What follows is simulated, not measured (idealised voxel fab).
Presented below is a process module, voxel capacitor over wiring.
Cross-section cut: width 255 nm, square cells of 5 nm.
Just so we're on the same page, the cross-sections are grids of square cells, and they're listed out in bands top to bottom, each band one or more rows deep.
Each band's line starts with the height of the band's top and of its bottom, in nm. Then come its materials from left to right, each with its width in nm. One material with "edge to edge" fills the band from edge to edge. "empty" is empty space.
For the purposes of this specification, 0 denotes the height below which the wafer in its as-received condition is composed wholly of one material, and the lowermost band, lacking a lower limit, extends downward without end, as expressed in "from 0 down".
Think of "30..40" as a width that walks from the first number to the second as you go down the band, top row to bottom row, taking equal-sized steps from row to row.
The cross-section has no changed cell in any step marked "remained unchanged".
Look at "Closed void catalog" for the closed voids: empty spaces with no open path to the top, sized 8 cells or up. Each is width x height at distance, distance from the left edge, all nm.
It should be noted that, on the line of a given step, the content following the step's settings is a remark produced by the simulator itself with respect to that step.
overlay nm: mask right of planned place by this much (step with mask). Neg. = left.
The steps planned for the process are as follows:
step 1: RECEIVE,material Si
step 2: CONFORMAL_DEP,material SiO2,thk nm 15
step 3: DIRECTIONAL_DEP,material TiN,thk nm 5
step 4: DIRECTIONAL_DEP,material W,thk nm 15
step 5: PATTERN,tone cover,mask id METAL_1,material resist,width nm 20,pitch nm 70,thk nm 15,overlay nm 0
step 6: DIRECTIONAL_ETCH,etch materials W,depth nm 15
step 7: DIRECTIONAL_ETCH,etch materials TiN,depth nm 5
step 8: STRIP,etch materials resist
step 9: CONFORMAL_DEP,material SiN,thk nm 5
step 10: FILL_DEP,material lowk,thk nm 10
step 11: CMP,height nm 35
step 12: CONFORMAL_DEP,material SiCN,thk nm 5
step 13: DIRECTIONAL_DEP,material lowk,thk nm 20
step 14: DIRECTIONAL_DEP,material aC,thk nm 10
step 15: PATTERN,tone open,mask id PLUG_1,material resist,width nm 15,thk nm 25,overlay nm 0
step 16: DIRECTIONAL_ETCH,etch materials aC,depth nm 10
step 17: STRIP,etch materials resist
step 18: DIRECTIONAL_ETCH,etch materials lowk,depth nm 20
step 19: DIRECTIONAL_ETCH,etch materials SiCN,depth nm 5
step 20: STRIP,etch materials aC
step 21: CONFORMAL_DEP,material TiN,thk nm 5
step 22: FILL_DEP,material Ru,thk nm 10
step 23: CMP,height nm 60
step 24: DIRECTIONAL_DEP,material TiN,thk nm 10
step 25: DIRECTIONAL_DEP,material SiN,thk nm 5
step 26: DIRECTIONAL_DEP,material TiN,thk nm 5
step 27: PATTERN,tone cover,mask id UPPER_PLATE,material resist,width nm 55,thk nm 20,overlay nm 0
step 28: DIRECTIONAL_ETCH,etch materials TiN,depth nm 5
step 29: DIRECTIONAL_ETCH,etch materials SiN,depth nm 5
step 30: STRIP,etch materials resist
step 31: MASKED_ETCH,tone cover,mask id LOWER_PLATE,width nm 65,etch materials TiN,depth nm 10,overlay nm 0
step 32: FILL_DEP,material SiO2,thk nm 15
step 33: CMP,height nm 90
step 34: DIRECTIONAL_DEP,material aC,thk nm 15
step 35: PATTERN,tone open,mask id PLUG_2,material resist,width nm 15,thk nm 30,overlay nm 0
step 36: DIRECTIONAL_ETCH,etch materials aC,depth nm 15
step 37: STRIP,etch materials resist
step 38: DIRECTIONAL_ETCH,etch materials SiO2,depth nm 10
step 39: STRIP,etch materials aC
step 40: CONFORMAL_DEP,material TiN,thk nm 5
step 41: FILL_DEP,material Ru,thk nm 5
step 42: CMP,height nm 90
step 43: CONFORMAL_DEP,material SiCN,thk nm 5
First of two wafers - as planned:
Wafer at receipt (post step 1), cross-section:
> from 0 down  Si edge to edge
> Closed void catalog: none
Upon completion of step 2, the wafer appears in cross-section as shown:
> from 15 to 0  SiO2 edge to edge
> Below 0 it's all the same as before, nothing changed down there.
Upon completion of step 3, the wafer appears in cross-section as shown:
> from 20 to 15  TiN edge to edge
> Below 15 it's all the same as before, nothing changed down there.
Upon completion of step 4, the wafer appears in cross-section as shown:
> from 35 to 20  W edge to edge
> Below 20 it's all the same as before, nothing changed down there.
Upon completion of step 5, the wafer appears in cross-section as shown:
> from 50 to 35  empty 80  resist 20  empty 50  resist 20  empty 85
> Below 35 it's all the same as before, nothing changed down there.
Upon completion of step 6, the wafer appears in cross-section as shown:
> from 50 to 35  empty 80  resist 20  empty 50  resist 20  empty 85
> from 35 to 20  empty 80  W 20  empty 50  W 20  empty 85
> Below 20 it's all the same as before, nothing changed down there.
Upon completion of step 7, the wafer appears in cross-section as shown:
> from 50 to 35  empty 80  resist 20  empty 50  resist 20  empty 85
> from 35 to 20  empty 80  W 20  empty 50  W 20  empty 85
> from 20 to 15  empty 80  TiN 20  empty 50  TiN 20  empty 85
> Below 15 it's all the same as before, nothing changed down there.
Upon completion of step 8, the wafer appears in cross-section as shown:
> from 35 to 20  empty 80  W 20  empty 50  W 20  empty 85
> Below 20 it's all the same as before, nothing changed down there.
Upon completion of step 9, the wafer appears in cross-section as shown:
> from 40 to 35  empty 75  SiN 30  empty 40  SiN 30  empty 80
> from 35 to 20  empty 75  SiN 5  W 20  SiN 5  empty 40  SiN 5  W 20  SiN 5  empty 80
> from 20 to 15  SiN 80  TiN 20  SiN 50  TiN 20  SiN 85
> Below 15 it's all the same as before, nothing changed down there.
Upon completion of step 10, the wafer appears in cross-section as shown:
> from 50 to 40  lowk edge to edge
> from 40 to 35  lowk 75  SiN 30  lowk 40  SiN 30  lowk 80
> from 35 to 20  lowk 75  SiN 5  W 20  SiN 5  lowk 40  SiN 5  W 20  SiN 5  lowk 80
> Below 20 it's all the same as before, nothing changed down there.
Upon completion of step 11, the wafer appears in cross-section as shown:
> from 35 to 20  lowk 75  SiN 5  W 20  SiN 5  lowk 40  SiN 5  W 20  SiN 5  lowk 80
> Below 20 it's all the same as before, nothing changed down there.
Upon completion of step 12, the wafer appears in cross-section as shown:
> from 40 to 35  SiCN edge to edge
> Below 35 it's all the same as before, nothing changed down there.
Upon completion of step 13, the wafer appears in cross-section as shown:
> from 60 to 40  lowk edge to edge
> Below 40 it's all the same as before, nothing changed down there.
Upon completion of step 14, the wafer appears in cross-section as shown:
> from 70 to 60  aC edge to edge
> Below 60 it's all the same as before, nothing changed down there.
Upon completion of step 15, the wafer appears in cross-section as shown:
> from 95 to 70  resist 85  empty 15  resist 155
> Below 70 it's all the same as before, nothing changed down there.
Upon completion of step 16, the wafer appears in cross-section as shown:
> from 85 to 70  resist 85  empty 15  resist 155
> from 70 to 60  aC 85  empty 15  aC 155
> Below 60 it's all the same as before, nothing changed down there.
Upon completion of step 17, the wafer appears in cross-section as shown:
> from 70 to 60  aC 85  empty 15  aC 155
> Below 60 it's all the same as before, nothing changed down there.
Upon completion of step 18, the wafer appears in cross-section as shown:
> from 70 to 60  aC 85  empty 15  aC 155
> from 60 to 40  lowk 85  empty 15  lowk 155
> Below 40 it's all the same as before, nothing changed down there.
Upon completion of step 19, the wafer appears in cross-section as shown:
> from 70 to 60  aC 85  empty 15  aC 155
> from 60 to 40  lowk 85  empty 15  lowk 155
> from 40 to 35  SiCN 85  empty 15  SiCN 155
> Below 35 it's all the same as before, nothing changed down there.
Upon completion of step 20, the wafer appears in cross-section as shown:
> from 60 to 40  lowk 85  empty 15  lowk 155
> Below 40 it's all the same as before, nothing changed down there.
Upon completion of step 21, the wafer appears in cross-section as shown:
> from 65 to 60  TiN 90  empty 5  TiN 160
> from 60 to 40  lowk 85  TiN 5  empty 5  TiN 5  lowk 155
> from 40 to 35  SiCN 85  TiN 15  SiCN 155
> Below 35 it's all the same as before, nothing changed down there.
Upon completion of step 22, the wafer appears in cross-section as shown:
> from 75 to 65  Ru edge to edge
> from 65 to 60  TiN 90  Ru 5  TiN 160
> from 60 to 40  lowk 85  TiN 5  Ru 5  TiN 5  lowk 155
> Below 40 it's all the same as before, nothing changed down there.
Upon completion of step 23, the wafer appears in cross-section as shown:
> from 60 to 40  lowk 85  TiN 5  Ru 5  TiN 5  lowk 155
> Below 40 it's all the same as before, nothing changed down there.
Upon completion of step 24, the wafer appears in cross-section as shown:
> from 70 to 60  TiN edge to edge
> Below 60 it's all the same as before, nothing changed down there.
Upon completion of step 25, the wafer appears in cross-section as shown:
> from 75 to 70  SiN edge to edge
> Below 70 it's all the same as before, nothing changed down there.
Upon completion of step 26, the wafer appears in cross-section as shown:
> from 80 to 75  TiN edge to edge
> Below 75 it's all the same as before, nothing changed down there.
Upon completion of step 27, the wafer appears in cross-section as shown:
> from 100 to 80  empty 85  resist 55  empty 115
> Below 80 it's all the same as before, nothing changed down there.
Upon completion of step 28, the wafer appears in cross-section as shown:
> from 100 to 80  empty 85  resist 55  empty 115
> from 80 to 75  empty 85  TiN 55  empty 115
> Below 75 it's all the same as before, nothing changed down there.
Upon completion of step 29, the wafer appears in cross-section as shown:
> from 100 to 80  empty 85  resist 55  empty 115
> from 80 to 75  empty 85  TiN 55  empty 115
> from 75 to 70  empty 85  SiN 55  empty 115
> Below 70 it's all the same as before, nothing changed down there.
Upon completion of step 30, the wafer appears in cross-section as shown:
> from 80 to 75  empty 85  TiN 55  empty 115
> Below 75 it's all the same as before, nothing changed down there.
Upon completion of step 31, the wafer appears in cross-section as shown:
> from 80 to 75  empty 85  TiN 55  empty 115
> from 75 to 70  empty 85  SiN 55  empty 115
> from 70 to 60  empty 80  TiN 65  empty 110
> Below 60 it's all the same as before, nothing changed down there.
Upon completion of step 32, the wafer appears in cross-section as shown:
> from 95 to 80  SiO2 edge to edge
> from 80 to 75  SiO2 85  TiN 55  SiO2 115
> from 75 to 70  SiO2 85  SiN 55  SiO2 115
> from 70 to 60  SiO2 80  TiN 65  SiO2 110
> Below 60 it's all the same as before, nothing changed down there.
Upon completion of step 33, the wafer appears in cross-section as shown:
> from 90 to 80  SiO2 edge to edge
> Below 80 it's all the same as before, nothing changed down there.
Upon completion of step 34, the wafer appears in cross-section as shown:
> from 105 to 90  aC edge to edge
> Below 90 it's all the same as before, nothing changed down there.
Upon completion of step 35, the wafer appears in cross-section as shown:
> from 135 to 105  resist 95  empty 15  resist 145
> Below 105 it's all the same as before, nothing changed down there.
Upon completion of step 36, the wafer appears in cross-section as shown:
> from 120 to 105  resist 95  empty 15  resist 145
> from 105 to 90  aC 95  empty 15  aC 145
> Below 90 it's all the same as before, nothing changed down there.
Upon completion of step 37, the wafer appears in cross-section as shown:
> from 105 to 90  aC 95  empty 15  aC 145
> Below 90 it's all the same as before, nothing changed down there.
Upon completion of step 38, the wafer appears in cross-section as shown:
> from 105 to 90  aC 95  empty 15  aC 145
> from 90 to 80  SiO2 95  empty 15  SiO2 145
> Below 80 it's all the same as before, nothing changed down there.
Upon completion of step 39, the wafer appears in cross-section as shown:
> from 90 to 80  SiO2 95  empty 15  SiO2 145
> Below 80 it's all the same as before, nothing changed down there.
Upon completion of step 40, the wafer appears in cross-section as shown:
> from 95 to 90  TiN 100  empty 5  TiN 150
> from 90 to 85  SiO2 95  TiN 5  empty 5  TiN 5  SiO2 145
> from 85 to 75  SiO2 95..85  TiN 15..55  SiO2 145..115
> Below 75 it's all the same as before, nothing changed down there.
Upon completion of step 41, the wafer appears in cross-section as shown:
> from 100 to 95  Ru edge to edge
> from 95 to 90  TiN 100  Ru 5  TiN 150
> from 90 to 85  SiO2 95  TiN 5  Ru 5  TiN 5  SiO2 145
> Below 85 it's all the same as before, nothing changed down there.
Upon completion of step 42, the wafer appears in cross-section as shown:
> from 90 to 85  SiO2 95  TiN 5  Ru 5  TiN 5  SiO2 145
> Below 85 it's all the same as before, nothing changed down there.
Upon completion of step 43, the wafer appears in cross-section as shown:
> from 95 to 90  SiCN edge to edge
> Below 90 it's all the same as before, nothing changed down there.
Second wafer: same start and same plan as the first, one execution error; identical to the first through step 4:
At the planned end of step 5, the second wafer in cross-section:
> from 50 to 35  empty 75  resist 30  empty 40  resist 30  empty 80
> Below 35 it's all the same as before, nothing changed down there.
At the planned end of step 6, the second wafer in cross-section:
> from 50 to 35  empty 75  resist 30  empty 40  resist 30  empty 80
> from 35 to 20  empty 75  W 30  empty 40  W 30  empty 80
> Below 20 it's all the same as before, nothing changed down there.
At the planned end of step 7, the second wafer in cross-section:
> from 50 to 35  empty 75  resist 30  empty 40  resist 30  empty 80
> from 35 to 20  empty 75  W 30  empty 40  W 30  empty 80
> from 20 to 15  empty 75  TiN 30  empty 40  TiN 30  empty 80
> Below 15 it's all the same as before, nothing changed down there.
At the planned end of step 8, the second wafer in cross-section:
> from 35 to 20  empty 75  W 30  empty 40  W 30  empty 80
> Below 20 it's all the same as before, nothing changed down there.
At the planned end of step 9, the second wafer in cross-section:
> from 40 to 35  empty 70  SiN 40  empty 30  SiN 40  empty 75
> from 35 to 20  empty 70  SiN 5  W 30  SiN 5  empty 30  SiN 5  W 30  SiN 5  empty 75
> from 20 to 15  SiN 75  TiN 30  SiN 40  TiN 30  SiN 80
> Below 15 it's all the same as before, nothing changed down there.
At the planned end of step 10, the second wafer in cross-section:
> from 50 to 40  lowk edge to edge
> from 40 to 35  lowk 70  SiN 40  lowk 30  SiN 40  lowk 75
> from 35 to 20  lowk 70  SiN 5  W 30  SiN 5  lowk 30  SiN 5  W 30  SiN 5  lowk 75
> Below 20 it's all the same as before, nothing changed down there.
At the planned end of step 11, the second wafer in cross-section:
> from 35 to 20  lowk 70  SiN 5  W 30  SiN 5  lowk 30  SiN 5  W 30  SiN 5  lowk 75
> Below 20 it's all the same as before, nothing changed down there.
At the planned end of step 12, the second wafer in cross-section:
> from 40 to 35  SiCN edge to edge
> Below 35 it's all the same as before, nothing changed down there.
At the planned end of step 13, the second wafer in cross-section:
> from 60 to 40  lowk edge to edge
> Below 40 it's all the same as before, nothing changed down there.
At the planned end of step 14, the second wafer in cross-section:
> from 70 to 60  aC edge to edge
> Below 60 it's all the same as before, nothing changed down there.
At the planned end of step 15, the second wafer in cross-section:
> from 95 to 70  resist 85  empty 15  resist 155
> Below 70 it's all the same as before, nothing changed down there.
At the planned end of step 16, the second wafer in cross-section:
> from 85 to 70  resist 85  empty 15  resist 155
> from 70 to 60  aC 85  empty 15  aC 155
> Below 60 it's all the same as before, nothing changed down there.
At the planned end of step 17, the second wafer in cross-section:
> from 70 to 60  aC 85  empty 15  aC 155
> Below 60 it's all the same as before, nothing changed down there.
At the planned end of step 18, the second wafer in cross-section:
> from 70 to 60  aC 85  empty 15  aC 155
> from 60 to 40  lowk 85  empty 15  lowk 155
> Below 40 it's all the same as before, nothing changed down there.
At the planned end of step 19, the second wafer in cross-section:
> from 70 to 60  aC 85  empty 15  aC 155
> from 60 to 40  lowk 85  empty 15  lowk 155
> from 40 to 35  SiCN 85  empty 15  SiCN 155
> Below 35 it's all the same as before, nothing changed down there.
At the planned end of step 20, the second wafer in cross-section:
> from 60 to 40  lowk 85  empty 15  lowk 155
> Below 40 it's all the same as before, nothing changed down there.
At the planned end of step 21, the second wafer in cross-section:
> from 65 to 60  TiN 90  empty 5  TiN 160
> from 60 to 40  lowk 85  TiN 5  empty 5  TiN 5  lowk 155
> from 40 to 35  SiCN 85  TiN 15  SiCN 155
> Below 35 it's all the same as before, nothing changed down there.
At the planned end of step 22, the second wafer in cross-section:
> from 75 to 65  Ru edge to edge
> from 65 to 60  TiN 90  Ru 5  TiN 160
> from 60 to 40  lowk 85  TiN 5  Ru 5  TiN 5  lowk 155
> Below 40 it's all the same as before, nothing changed down there.
At the planned end of step 23, the second wafer in cross-section:
> from 60 to 40  lowk 85  TiN 5  Ru 5  TiN 5  lowk 155
> Below 40 it's all the same as before, nothing changed down there.
At the planned end of step 24, the second wafer in cross-section:
> from 70 to 60  TiN edge to edge
> Below 60 it's all the same as before, nothing changed down there.
At the planned end of step 25, the second wafer in cross-section:
> from 75 to 70  SiN edge to edge
> Below 70 it's all the same as before, nothing changed down there.
At the planned end of step 26, the second wafer in cross-section:
> from 80 to 75  TiN edge to edge
> Below 75 it's all the same as before, nothing changed down there.
At the planned end of step 27, the second wafer in cross-section:
> from 100 to 80  empty 85  resist 55  empty 115
> Below 80 it's all the same as before, nothing changed down there.
At the planned end of step 28, the second wafer in cross-section:
> from 100 to 80  empty 85  resist 55  empty 115
> from 80 to 75  empty 85  TiN 55  empty 115
> Below 75 it's all the same as before, nothing changed down there.
At the planned end of step 29, the second wafer in cross-section:
> from 100 to 80  empty 85  resist 55  empty 115
> from 80 to 75  empty 85  TiN 55  empty 115
> from 75 to 70  empty 85  SiN 55  empty 115
> Below 70 it's all the same as before, nothing changed down there.
At the planned end of step 30, the second wafer in cross-section:
> from 80 to 75  empty 85  TiN 55  empty 115
> Below 75 it's all the same as before, nothing changed down there.
At the planned end of step 31, the second wafer in cross-section:
> from 80 to 75  empty 85  TiN 55  empty 115
> from 75 to 70  empty 85  SiN 55  empty 115
> from 70 to 60  empty 80  TiN 65  empty 110
> Below 60 it's all the same as before, nothing changed down there.
At the planned end of step 32, the second wafer in cross-section:
> from 95 to 80  SiO2 edge to edge
> from 80 to 75  SiO2 85  TiN 55  SiO2 115
> from 75 to 70  SiO2 85  SiN 55  SiO2 115
> from 70 to 60  SiO2 80  TiN 65  SiO2 110
> Below 60 it's all the same as before, nothing changed down there.
At the planned end of step 33, the second wafer in cross-section:
> from 90 to 80  SiO2 edge to edge
> Below 80 it's all the same as before, nothing changed down there.
At the planned end of step 34, the second wafer in cross-section:
> from 105 to 90  aC edge to edge
> Below 90 it's all the same as before, nothing changed down there.
At the planned end of step 35, the second wafer in cross-section:
> from 135 to 105  resist 95  empty 15  resist 145
> Below 105 it's all the same as before, nothing changed down there.
At the planned end of step 36, the second wafer in cross-section:
> from 120 to 105  resist 95  empty 15  resist 145
> from 105 to 90  aC 95  empty 15  aC 145
> Below 90 it's all the same as before, nothing changed down there.
At the planned end of step 37, the second wafer in cross-section:
> from 105 to 90  aC 95  empty 15  aC 145
> Below 90 it's all the same as before, nothing changed down there.
At the planned end of step 38, the second wafer in cross-section:
> from 105 to 90  aC 95  empty 15  aC 145
> from 90 to 80  SiO2 95  empty 15  SiO2 145
> Below 80 it's all the same as before, nothing changed down there.
At the planned end of step 39, the second wafer in cross-section:
> from 90 to 80  SiO2 95  empty 15  SiO2 145
> Below 80 it's all the same as before, nothing changed down there.
At the planned end of step 40, the second wafer in cross-section:
> from 95 to 90  TiN 100  empty 5  TiN 150
> from 90 to 85  SiO2 95  TiN 5  empty 5  TiN 5  SiO2 145
> from 85 to 75  SiO2 95..85  TiN 15..55  SiO2 145..115
> Below 75 it's all the same as before, nothing changed down there.
At the planned end of step 41, the second wafer in cross-section:
> from 100 to 95  Ru edge to edge
> from 95 to 90  TiN 100  Ru 5  TiN 150
> from 90 to 85  SiO2 95  TiN 5  Ru 5  TiN 5  SiO2 145
> Below 85 it's all the same as before, nothing changed down there.
At the planned end of step 42, the second wafer in cross-section:
> from 90 to 85  SiO2 95  TiN 5  Ru 5  TiN 5  SiO2 145
> Below 85 it's all the same as before, nothing changed down there.
At the planned end of step 43, the second wafer in cross-section:
> from 95 to 90  SiCN edge to edge
> Below 90 it's all the same as before, nothing changed down there.
Want to know what went wrong? step 5 was processed under conditions differing from the plan, specifically as PATTERN,tone cover,mask id METAL_1,material resist,width nm 30,pitch nm 70,thk nm 15,overlay nm 0
Upon completion, the second wafer contains, in terms of cells, a greater or smaller amount of certain materials than the first wafer: 4 fewer of SiN | 4 more of TiN | 12 more of W | 12 fewer of lowk
